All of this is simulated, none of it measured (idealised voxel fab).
Presented below is a process module, voxel capacitor over wiring.
The cross-section shown here is cut; it is 255 nm wide and divided into square cells measuring 5 nm on a side.
Cross-section, as written here: a square-cell grid given band by band from the top down, where a band holds one or more rows of cells. Band: top height; bottom height; in nm. Then, left to right: material with width in nm, for each material. "full width": a single material spanning edge to edge. "empty": empty space. Basically, 0 is our baseline, since under it the wafer straight out of the box is all one material. The bottom band has no lower end and keeps on going down, so it looks like "0 nm and below". Think of "30->40" as a width that walks from the first number to the second as you go down the band, top row to bottom row, taking equal-sized steps from row to row. Any step labelled "remained the same" changed none of the cells in the cross-section. "Sealed internal cavities" enumerates empty spaces isolated from the top, with no open way to it, that contain at least 8 cells, giving each as width x height at distance from the left edge, all three in nm. Where a step's line continues beyond its settings, the continuation is a remark by the simulator itself on that step. overlay nm: step with mask; distance mask lay right of planned place; negative value = left of planned place.

**The process steps that were planned are listed below**
1: RECEIVE [material Si]
2: CONFORMAL_DEP [material SiO2] [thk nm 10]
3: CONFORMAL_DEP [material SiCN] [thk nm 5]
4: DIRECTIONAL_DEP [material lowk] [thk nm 20]
5: DIRECTIONAL_DEP [material aC] [thk nm 10]
6: PATTERN [tone open] [mask id METAL_1] [material resist] [width nm 30] [pitch nm 80] [thk nm 25] [overlay nm 0]
7: DIRECTIONAL_ETCH [etch materials aC] [depth nm 10]
8: STRIP [etch materials resist]
9: DIRECTIONAL_ETCH [etch materials lowk] [depth nm 20]
10: DIRECTIONAL_ETCH [etch materials SiCN] [depth nm 5]
11: STRIP [etch materials aC]
12: CONFORMAL_DEP [material TiN] [thk nm 5]
13: FILL_DEP [material Cu] [thk nm 5]
14: CMP [height nm 35]
15: CONFORMAL_DEP [material SiCN] [thk nm 5]
16: DIRECTIONAL_DEP [material lowk] [thk nm 10]
17: MASKED_ETCH [tone open] [mask id PLUG_1] [width nm 15] [etch materials lowk] [depth nm 10] [overlay nm 0]
18: MASKED_ETCH [tone open] [mask id PLUG_1] [width nm 15] [etch materials SiCN] [depth nm 5] [overlay nm 0]
19: EPI [material Ru] [thk nm 10]
20: EPI [material Ru] [thk nm 5]
21: DIRECTIONAL_DEP [material TiN] [thk nm 10]
22: DIRECTIONAL_DEP [material Al2O3] [thk nm 5]
23: DIRECTIONAL_DEP [material TiN] [thk nm 10]
24: PATTERN [tone cover] [mask id UPPER_PLATE] [material resist] [width nm 55] [thk nm 20] [overlay nm 0]
25: DIRECTIONAL_ETCH [etch materials TiN] [depth nm 10]
26: DIRECTIONAL_ETCH [etch materials Al2O3] [depth nm 5]
27: STRIP [etch materials resist]
28: MASKED_ETCH [tone cover] [mask id LOWER_PLATE] [width nm 65] [etch materials TiN] [depth nm 10] [overlay nm 0]
29: FILL_DEP [material SiO2] [thk nm 15]
30: CMP [height nm 85]
31: MASKED_ETCH [tone open] [mask id PLUG_2] [width nm 15] [etch materials SiO2] [depth nm 10] [overlay nm 0]
32: CONFORMAL_DEP [material TiN] [thk nm 5]
33: FILL_DEP [material Ru] [thk nm 5]
34: CMP [height nm 85]
35: CONFORMAL_DEP [material SiN] [thk nm 5]

**Below: the first of two wafers, run as planned**

**as received, after step 1**
* 0 nm and below = Si full width
* Sealed internal cavities: none

**Presented here is a cross-section of the wafer after step 2 has been performed**
* 10 nm to 0 nm = SiO2 full width
* Beneath the level 0, the cross-section is identical to its previous state.

**Presented here is a cross-section of the wafer after step 3 has been performed**
* 15 nm to 10 nm = SiCN full width
* Beneath the level 10, the cross-section is identical to its previous state.

**Presented here is a cross-section of the wafer after step 4 has been performed**
* 35 nm to 15 nm = lowk full width
* Beneath the level 15, the cross-section is identical to its previous state.

**Presented here is a cross-section of the wafer after step 5 has been performed**
* 45 nm to 35 nm = aC full width
* Beneath the level 35, the cross-section is identical to its previous state.

**Presented here is a cross-section of the wafer after step 6 has been performed**
* 70 nm to 45 nm = resist: 70 / empty: 30 / resist: 50 / empty: 30 / resist: 75
* Beneath the level 45, the cross-section is identical to its previous state.

**Presented here is a cross-section of the wafer after step 7 has been performed**
* 60 nm to 45 nm = resist: 70 / empty: 30 / resist: 50 / empty: 30 / resist: 75
* 45 nm to 35 nm = aC: 70 / empty: 30 / aC: 50 / empty: 30 / aC: 75
* Beneath the level 35, the cross-section is identical to its previous state.

**Presented here is a cross-section of the wafer after step 8 has been performed**
* 45 nm to 35 nm = aC: 70 / empty: 30 / aC: 50 / empty: 30 / aC: 75
* Beneath the level 35, the cross-section is identical to its previous state.

**Presented here is a cross-section of the wafer after step 9 has been performed**
* 45 nm to 35 nm = aC: 70 / empty: 30 / aC: 50 / empty: 30 / aC: 75
* 35 nm to 15 nm = lowk: 70 / empty: 30 / lowk: 50 / empty: 30 / lowk: 75
* Beneath the level 15, the cross-section is identical to its previous state.

**Presented here is a cross-section of the wafer after step 10 has been performed**
* 45 nm to 35 nm = aC: 70 / empty: 30 / aC: 50 / empty: 30 / aC: 75
* 35 nm to 15 nm = lowk: 70 / empty: 30 / lowk: 50 / empty: 30 / lowk: 75
* 15 nm to 10 nm = SiCN: 70 / empty: 30 / SiCN: 50 / empty: 30 / SiCN: 75
* Beneath the level 10, the cross-section is identical to its previous state.

**Presented here is a cross-section of the wafer after step 11 has been performed**
* 35 nm to 15 nm = lowk: 70 / empty: 30 / lowk: 50 / empty: 30 / lowk: 75
* Beneath the level 15, the cross-section is identical to its previous state.

**Presented here is a cross-section of the wafer after step 12 has been performed**
* 40 nm to 35 nm = TiN: 75 / empty: 20 / TiN: 60 / empty: 20 / TiN: 80
* 35 nm to 15 nm = lowk: 70 / TiN: 5 / empty: 20 / TiN: 5 / lowk: 50 / TiN: 5 / empty: 20 / TiN: 5 / lowk: 75
* 15 nm to 10 nm = SiCN: 70 / TiN: 30 / SiCN: 50 / TiN: 30 / SiCN: 75
* Beneath the level 10, the cross-section is identical to its previous state.

**Presented here is a cross-section of the wafer after step 13 has been performed**
* 45 nm to 40 nm = Cu full width
* 40 nm to 35 nm = TiN: 75 / Cu: 20 / TiN: 60 / Cu: 20 / TiN: 80
* 35 nm to 15 nm = lowk: 70 / TiN: 5 / Cu: 20 / TiN: 5 / lowk: 50 / TiN: 5 / Cu: 20 / TiN: 5 / lowk: 75
* Beneath the level 15, the cross-section is identical to its previous state.

**Presented here is a cross-section of the wafer after step 14 has been performed**
* 35 nm to 15 nm = lowk: 70 / TiN: 5 / Cu: 20 / TiN: 5 / lowk: 50 / TiN: 5 / Cu: 20 / TiN: 5 / lowk: 75
* Beneath the level 15, the cross-section is identical to its previous state.

**Presented here is a cross-section of the wafer after step 15 has been performed**
* 40 nm to 35 nm = SiCN full width
* Beneath the level 35, the cross-section is identical to its previous state.

**Presented here is a cross-section of the wafer after step 16 has been performed**
* 50 nm to 40 nm = lowk full width
* Beneath the level 40, the cross-section is identical to its previous state.

**Presented here is a cross-section of the wafer after step 17 has been performed**
* 50 nm to 40 nm = lowk: 85 / empty: 15 / lowk: 155
* Beneath the level 40, the cross-section is identical to its previous state.

**Presented here is a cross-section of the wafer after step 18 has been performed**
* 50 nm to 40 nm = lowk: 85 / empty: 15 / lowk: 155
* 40 nm to 35 nm = SiCN: 85 / empty: 15 / SiCN: 155
* Beneath the level 35, the cross-section is identical to its previous state.

**Presented here is a cross-section of the wafer after step 19 has been performed**
* 50 nm to 45 nm = lowk: 85 / empty: 15 / lowk: 155
* 45 nm to 40 nm = lowk: 85 / Ru: 15 / lowk: 155
* 40 nm to 35 nm = SiCN: 85 / Ru: 15 / SiCN: 155
* Beneath the level 35, the cross-section is identical to its previous state.

**Presented here is a cross-section of the wafer after step 20 has been performed**
* 50 nm to 40 nm = lowk: 85 / Ru: 15 / lowk: 155
* Beneath the level 40, the cross-section is identical to its previous state.

**Presented here is a cross-section of the wafer after step 21 has been performed**
* 60 nm to 50 nm = TiN full width
* Beneath the level 50, the cross-section is identical to its previous state.

**Presented here is a cross-section of the wafer after step 22 has been performed**
* 65 nm to 60 nm = Al2O3 full width
* Beneath the level 60, the cross-section is identical to its previous state.

**Presented here is a cross-section of the wafer after step 23 has been performed**
* 75 nm to 65 nm = TiN full width
* Beneath the level 65, the cross-section is identical to its previous state.

**Presented here is a cross-section of the wafer after step 24 has been performed**
* 95 nm to 75 nm = empty: 85 / resist: 55 / empty: 115
* Beneath the level 75, the cross-section is identical to its previous state.

**Presented here is a cross-section of the wafer after step 25 has been performed**
* 95 nm to 75 nm = empty: 85 / resist: 55 / empty: 115
* 75 nm to 65 nm = empty: 85 / TiN: 55 / empty: 115
* Beneath the level 65, the cross-section is identical to its previous state.

**Presented here is a cross-section of the wafer after step 26 has been performed**
* 95 nm to 75 nm = empty: 85 / resist: 55 / empty: 115
* 75 nm to 65 nm = empty: 85 / TiN: 55 / empty: 115
* 65 nm to 60 nm = empty: 85 / Al2O3: 55 / empty: 115
* Beneath the level 60, the cross-section is identical to its previous state.

**Presented here is a cross-section of the wafer after step 27 has been performed**
* 75 nm to 65 nm = empty: 85 / TiN: 55 / empty: 115
* Beneath the level 65, the cross-section is identical to its previous state.

**Presented here is a cross-section of the wafer after step 28 has been performed**
* 75 nm to 65 nm = empty: 85 / TiN: 55 / empty: 115
* 65 nm to 60 nm = empty: 85 / Al2O3: 55 / empty: 115
* 60 nm to 50 nm = empty: 80 / TiN: 65 / empty: 110
* Beneath the level 50, the cross-section is identical to its previous state.

**Presented here is a cross-section of the wafer after step 29 has been performed**
* 90 nm to 75 nm = SiO2 full width
* 75 nm to 65 nm = SiO2: 85 / TiN: 55 / SiO2: 115
* 65 nm to 60 nm = SiO2: 85 / Al2O3: 55 / SiO2: 115
* 60 nm to 50 nm = SiO2: 80 / TiN: 65 / SiO2: 110
* Beneath the level 50, the cross-section is identical to its previous state.

**Presented here is a cross-section of the wafer after step 30 has been performed**
* 85 nm to 75 nm = SiO2 full width
* Beneath the level 75, the cross-section is identical to its previous state.

**Presented here is a cross-section of the wafer after step 31 has been performed**
* 85 nm to 75 nm = SiO2: 95 / empty: 15 / SiO2: 145
* Beneath the level 75, the cross-section is identical to its previous state.

**Presented here is a cross-section of the wafer after step 32 has been performed**
* 90 nm to 85 nm = TiN: 100 / empty: 5 / TiN: 150
* 85 nm to 80 nm = SiO2: 95 / TiN: 5 / empty: 5 / TiN: 5 / SiO2: 145
* 80 nm to 75 nm = SiO2: 95 / TiN: 15 / SiO2: 145
* Beneath the level 75, the cross-section is identical to its previous state.

**Presented here is a cross-section of the wafer after step 33 has been performed**
* 95 nm to 90 nm = Ru full width
* 90 nm to 85 nm = TiN: 100 / Ru: 5 / TiN: 150
* 85 nm to 80 nm = SiO2: 95 / TiN: 5 / Ru: 5 / TiN: 5 / SiO2: 145
* Beneath the level 80, the cross-section is identical to its previous state.

**Presented here is a cross-section of the wafer after step 34 has been performed**
* 85 nm to 80 nm = SiO2: 95 / TiN: 5 / Ru: 5 / TiN: 5 / SiO2: 145
* Beneath the level 80, the cross-section is identical to its previous state.

**Presented here is a cross-section of the wafer after step 35 has been performed**
* 90 nm to 85 nm = SiN full width
* Beneath the level 85, the cross-section is identical to its previous state.

**Wafer two: like wafer one in start and plan, but with one mistake in execution; identical up to and including step 18**

**X-section, second wafer, when step 19 was due to finish**
* 55 nm to 50 nm = empty: 80 / Ru: 25 / empty: 150
* 50 nm to 40 nm = lowk: 85 / Ru: 15 / lowk: 155
* 40 nm to 35 nm = SiCN: 85 / Ru: 15 / SiCN: 155
* Beneath the level 35, the cross-section is identical to its previous state.

**X-section, second wafer, when step 20 was due to finish**
* 60 nm to 50 nm = empty: 75 / Ru: 35 / empty: 145
* Beneath the level 50, the cross-section is identical to its previous state.

**X-section, second wafer, when step 21 was due to finish**
* 70 nm to 60 nm = empty: 75 / TiN: 35 / empty: 145
* 60 nm to 50 nm = TiN: 75 / Ru: 35 / TiN: 145
* Beneath the level 50, the cross-section is identical to its previous state.

**X-section, second wafer, when step 22 was due to finish**
* 75 nm to 70 nm = empty: 75 / Al2O3: 35 / empty: 145
* 70 nm to 65 nm = empty: 75 / TiN: 35 / empty: 145
* 65 nm to 60 nm = Al2O3: 75 / TiN: 35 / Al2O3: 145
* Beneath the level 60, the cross-section is identical to its previous state.

**X-section, second wafer, when step 23 was due to finish**
* 85 nm to 75 nm = empty: 75 / TiN: 35 / empty: 145
* 75 nm to 70 nm = TiN: 75 / Al2O3: 35 / TiN: 145
* 70 nm to 65 nm = TiN full width
* Beneath the level 65, the cross-section is identical to its previous state.

**X-section, second wafer, when step 24 was due to finish**
* 105 nm to 85 nm = empty: 85 / resist: 55 / empty: 115
* 85 nm to 75 nm = empty: 75 / TiN: 35 / resist: 30 / empty: 115
* Beneath the level 75, the cross-section is identical to its previous state.

**X-section, second wafer, when step 25 was due to finish**
* 105 nm to 85 nm = empty: 85 / resist: 55 / empty: 115
* 85 nm to 75 nm = empty: 85 / TiN: 25 / resist: 30 / empty: 115
* 75 nm to 70 nm = empty: 75 / Al2O3: 35 / TiN: 30 / empty: 115
* 70 nm to 65 nm = empty: 75 / TiN: 65 / empty: 115
* Beneath the level 65, the cross-section is identical to its previous state.

**X-section, second wafer, when step 26 was due to finish**
* 105 nm to 85 nm = empty: 85 / resist: 55 / empty: 115
* 85 nm to 75 nm = empty: 85 / TiN: 25 / resist: 30 / empty: 115
* 75 nm to 70 nm = empty: 85 / Al2O3: 25 / TiN: 30 / empty: 115
* 70 nm to 65 nm = empty: 75 / TiN: 65 / empty: 115
* 65 nm to 60 nm = empty: 75 / TiN: 35 / Al2O3: 30 / empty: 115
* Beneath the level 60, the cross-section is identical to its previous state.

**X-section, second wafer, when step 27 was due to finish**
* 85 nm to 75 nm = empty: 85 / TiN: 25 / empty: 145
* Beneath the level 75, the cross-section is identical to its previous state.

**X-section, second wafer, when step 28 was due to finish**
* 85 nm to 75 nm = empty: 85 / TiN: 25 / empty: 145
* 75 nm to 70 nm = empty: 85 / Al2O3: 25 / TiN: 30 / empty: 115
* 70 nm to 65 nm = empty: 80 / TiN: 60 / empty: 115
* 65 nm to 60 nm = empty: 80 / TiN: 30 / Al2O3: 30 / empty: 115
* 60 nm to 50 nm = empty: 75 / Ru: 35 / TiN: 35 / empty: 110
* Beneath the level 50, the cross-section is identical to its previous state.

**X-section, second wafer, when step 29 was due to finish**
* 100 nm to 85 nm = SiO2 full width
* 85 nm to 75 nm = SiO2: 85 / TiN: 25 / SiO2: 145
* 75 nm to 70 nm = SiO2: 85 / Al2O3: 25 / TiN: 30 / SiO2: 115
* 70 nm to 65 nm = SiO2: 80 / TiN: 60 / SiO2: 115
* 65 nm to 60 nm = SiO2: 80 / TiN: 30 / Al2O3: 30 / SiO2: 115
* 60 nm to 50 nm = SiO2: 75 / Ru: 35 / TiN: 35 / SiO2: 110
* Beneath the level 50, the cross-section is identical to its previous state.

**X-section, second wafer, when step 30 was due to finish**
* 85 nm to 75 nm = SiO2: 85 / TiN: 25 / SiO2: 145
* Beneath the level 75, the cross-section is identical to its previous state.

X-section, second wafer, when step 31 was due to finish: remained the same

**X-section, second wafer, when step 32 was due to finish**
* 90 nm to 85 nm = TiN full width
* Beneath the level 85, the cross-section is identical to its previous state.

**X-section, second wafer, when step 33 was due to finish**
* 95 nm to 90 nm = Ru full width
* Beneath the level 90, the cross-section is identical to its previous state.

**X-section, second wafer, when step 34 was due to finish**
* 85 nm to 75 nm = SiO2: 85 / TiN: 25 / SiO2: 145
* Beneath the level 75, the cross-section is identical to its previous state.

**X-section, second wafer, when step 35 was due to finish**
* 90 nm to 85 nm = SiN full width
* Beneath the level 85, the cross-section is identical to its previous state.
What went wrong in running the wafer? the plan had its step 19 run twice
It is noted that, at the conclusion of processing, the second wafer exhibits a higher or lower cell count for certain materials relative to the first: Ru: 13 more | SiO2: 8 fewer | TiN: 5 fewer
